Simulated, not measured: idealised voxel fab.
You're looking at the process module voxel self aligned contacts.
The cross-section on display is named cut; it measures 200 nm wide, and its cells are 5 nm squares.
Each cross-section below is a grid of square cells, stated as bands in top-down order, with one or more rows of cells making up each band. A band entry consists of two parts. The first gives the height of the band's top and the height of its bottom, in nm. The rest lists the band's materials from left to right, each with its width in nm. A single material labelled with the word "throughout" fills the band from edge to edge, and the word "empty" marks empty space. Note: height 0 marks the level under which the wafer is uniformly one material as received. Lowest band unbounded below, written "0 and below". You'd read "30..40" like this: the band's top row of cells is as wide as the first number, its bottom row is as wide as the second, and going down, every row changes width by the same amount as the row before did. Key: "everything unchanged" - step with no changed cell in the cross-section. Empty spaces without an open route to the top, at least 8 cells in extent, make up the entry "Closed empty spaces"; each is given as width x height at distance, where the distance is measured from the left edge, and all are in nm. Whatever follows a step's settings on its line is a remark the simulator itself makes about that step. The setting "overlay nm" may be written on the line of a step. When the step uses a mask, the value reports how far to the right of the planned place the mask lay, and a negative value reports that it lay to the left.

### Planned process steps
| 1 | RECEIVE: material Si |
| 2 | OXIDIZE: depth nm 5 |
| 3 | DIRECTIONAL_DEP: material polySi, thk nm 25 |
| 4 | DIRECTIONAL_DEP: material SiN, thk nm 20 |
| 5 | MASKED_ETCH: tone cover, mask id GATE, width nm 25, pitch nm 70, etch materials SiN, depth nm 20, overlay nm 0 |
| 6 | MASKED_ETCH: tone cover, mask id GATE, width nm 25, pitch nm 70, etch materials polySi, depth nm 25, overlay nm 0 |
| 7 | CONFORMAL_DEP: material SiN, thk nm 10 |
| 8 | DIRECTIONAL_ETCH: etch materials SiN, depth nm 10 |
| 9 | FILL_DEP: material SiO2, thk nm 15 |
| 10 | CMP: height nm 55 |
| 11 | DIRECTIONAL_DEP: material aC, thk nm 10 |
| 12 | PATTERN: tone open, mask id CONTACT, material resist, width nm 55, pitch nm 70, thk nm 25, overlay nm 0 |
| 13 | DIRECTIONAL_ETCH: etch materials aC, depth nm 10 |
| 14 | STRIP: etch materials resist |
| 15 | DIRECTIONAL_ETCH: etch materials SiO2, depth nm 60 |
| 16 | STRIP: etch materials aC |
| 17 | CONFORMAL_DEP: material TiN, thk nm 5 |
| 18 | FILL_DEP: material W, thk nm 5 |
| 19 | CMP: height nm 55 |
| 20 | CONFORMAL_DEP: material SiCN, thk nm 5 |

### As received (post step 1): cross-section
> 0 and below | Si throughout
> Closed empty spaces: none

### a wafer at the end: this start, this plan, one mistake
> 60 down to 55 | SiCN throughout
> 55 down to 45 | 35 nm SiO2; 5..20 nm TiN; 45..15 nm W; 5..20 nm TiN; 15 nm SiO2; 5..20 nm TiN; 45..15 nm W; 5..20 nm TiN; 40 nm SiO2
> 45 down to 25 | 5 nm SiO2; 45 nm SiN; 5 nm TiN; 15 nm W; 5 nm TiN; 45 nm SiN; 5 nm TiN; 15 nm W; 5 nm TiN; 45 nm SiN; 10 nm SiO2
> 25 down to 0 | 50 nm SiO2; 5 nm TiN; 15 nm W; 5 nm TiN; 45 nm SiO2; 5 nm TiN; 15 nm W; 5 nm TiN; 55 nm SiO2
> 0 down to -5 | 50 nm SiO2; 25 nm TiN; 45 nm SiO2; 25 nm TiN; 55 nm SiO2
> -5 and below | Si throughout
> Closed empty spaces: none
Processing error: it should be noted that step 3 was executed with settings other than those planned, the operation and settings actually applied being DIRECTIONAL_DEP: material SiO2, thk nm 25
